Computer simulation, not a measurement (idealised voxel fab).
The process module presented herein is designated voxel spacer lines.
260 nm wide, 5 nm square cells: that's cross-section cut.
This document writes a cross-section as a grid whose cells are square, and gives it as bands, listed from the top down; one or more rows of cells form a band.
In this notation a band is specified by the heights of its top and bottom, in that order and in nm, after which its materials appear from left to right, each paired with its width in nm. The word "all across" attached to a single material means that material fills the band from edge to edge; the word "blank" stands for empty space.
Heights from 0 (as-received wafer is one material below). Bottom band endless downward, as "from 0 down".
Width: "30->40" (first number = top row, second number = bottom row, same change from row to row of cells).
When a step is marked "remained unchanged", none of the cells in the cross-section changed during that step.
Heads up: "Closed void listing" only lists the empty pockets with no open path to the top that are 8 cells or more, and it writes them as width x height at distance, distance from the left edge, in nm.
The remark found on a step's line after its settings is issued by the simulator itself and pertains to that step.
If you see "overlay nm" on a step's line and that step has a mask, it's telling you how far right of where it was planned the mask ended up; a negative number means it went left instead.

LISTED BELOW ARE THE PROCESS STEPS AS PLANNED
1,RECEIVE, material Si
2,CONFORMAL_DEP, material Al2O3, thk nm 10
3,DIRECTIONAL_DEP, material polySi, thk nm 10
4,DIRECTIONAL_DEP, material aC, thk nm 25
5,PATTERN, tone cover, mask id MANDREL, material resist, width nm 25, pitch nm 80, thk nm 35, overlay nm 0
6,DIRECTIONAL_ETCH, etch materials aC, depth nm 25
7,STRIP, etch materials resist
8,CONFORMAL_DEP, material SiN, thk nm 15
9,DIRECTIONAL_ETCH, etch materials SiN, depth nm 15
10,STRIP, etch materials aC
11,DIRECTIONAL_ETCH, etch materials polySi, depth nm 10
12,STRIP, etch materials SiN

AS-RECEIVED WAFER CROSS-SECTION (AFTER STEP 1)
* from 0 down | Si all across
* Closed void listing: none

FIRST OF TWO WAFERS AT THE END OF THE MODULE, SHOWN IN CROSS-SECTION; RUN CARRIED OUT AS PLANNED
* from 20 to 10 | blank 60, polySi 15, blank 25, polySi 15, blank 25, polySi 15, blank 25, polySi 15, blank 65
* from 10 to 0 | Al2O3 all across
* from 0 down | Si all across
* Closed void listing: none

WAFER TWO, SECTIONED AFTER THE MODULE: THE FIRST WAFER'S START, THE FIRST WAFER'S PLAN, AND ONE MISTAKE IN HOW IT WAS RUN
* from 10 to 0 | blank 60, polySi 15, blank 25, polySi 15, blank 25, polySi 15, blank 25, polySi 15, blank 65
* from 0 down | Si all across
* Closed void listing: none
what went wrong: plan step 2 was not performed, having been skipped
The second wafer ends with more or fewer cells of some materials than the first, per final count: -104 Al2O3
